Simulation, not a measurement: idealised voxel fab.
The document below concerns the process module designated voxel local oxidation.
In the cross-section labelled cut, the width is 205 nm and each square cell is 5 nm.
Heads up, the way a cross-section reads in here is a grid of square cells, handed over as bands from the top down, with every band being one or more rows of cells. Per band: top height and bottom height in nm, followed by the left-to-right materials and their widths in nm; "throughout" marks a single material spanning edge to edge, "empty" marks empty space. Note: height 0 marks the level under which the wafer is uniformly one material as received. Lowest band unbounded below, written "0 down". A width such as "30..40" changes by the same amount from each row of cells to the next, from the band's top row to its bottom row. Key: "remained the same" - step with no changed cell in the cross-section. Reported under the label "Trapped cavities" are the empty spaces having no open way to the top and comprising 8 cells or more; the notation for each is width x height at distance, in which the distance is measured from the left edge and all three values are in nm. Whatever follows a step's settings on its line is a remark the simulator itself makes about that step. "overlay nm" answers the question of how far to the right of plan the mask lay on a step that has a mask, and when it is negative the answer is to the left.

STEPS PLANNED FOR THE PROCESS
1. RECEIVE [material Si]
2. OXIDIZE [depth nm 5]
3. CONFORMAL_DEP [material SiN] [thk nm 15]
4. DIRECTIONAL_DEP [material aC] [thk nm 10]
5. PATTERN [tone cover] [mask id ACTIVE] [material resist] [width nm 120] [thk nm 30] [overlay nm 0]
6. DIRECTIONAL_ETCH [etch materials aC] [depth nm 10]
7. STRIP [etch materials resist]
8. DIRECTIONAL_ETCH [etch materials SiN] [depth nm 15]
9. STRIP [etch materials aC]
10. SELECTIVE_ETCH [etch materials SiO2] [depth nm 5]
11. OXIDIZE [depth nm 10]
12. STRIP [etch materials SiN]
For clarity, it should be stated that the wafers under discussion commence in an identical condition and differ with respect to the width nm of step 5, the plan indicating the value that the first wafer had.

SECTIONAL VIEW: FIRST OF SEVERAL WAFERS, AS RECEIVED, AFTER STEP 1
0 down: Si throughout
Trapped cavities: none

CROSS-SECTIONAL REPRESENTATION OF THE FIRST OF SEVERAL WAFERS AT THE END OF THE MODULE, I.E. AFTER ITS TERMINAL STEP, STEP 12
0 to -5: 45 of empty  110 of SiO2  50 of empty
-5 to -15: 55 of SiO2  90 of Si  60 of SiO2
-15 down: Si throughout
Trapped cavities: none

CROSS-SECTION OF THE LAST WAFER AT END OF MODULE
0 to -5: 35 of empty  135 of SiO2  35 of empty
-5 to -15: 45 of SiO2  115 of Si  45 of SiO2
-15 down: Si throughout
Trapped cavities: none

ROW PER WAFER, END-OF-MODULE: CELL GAIN (+)/LOSS (-) BY MATERIAL SINCE THE WAFER CAME IN, THEN CLOSED VOIDS
width nm 120; -87 Si; +68 SiO2; Trapped cavities: none
width nm 125; -85 Si; +67 SiO2; Trapped cavities: none
width nm 130; -83 Si; +66 SiO2; Trapped cavities: none
width nm 135; -81 Si; +65 SiO2; Trapped cavities: none
width nm 140; -79 Si; +64 SiO2; Trapped cavities: none
width nm 145; -77 Si; +63 SiO2; Trapped cavities: none
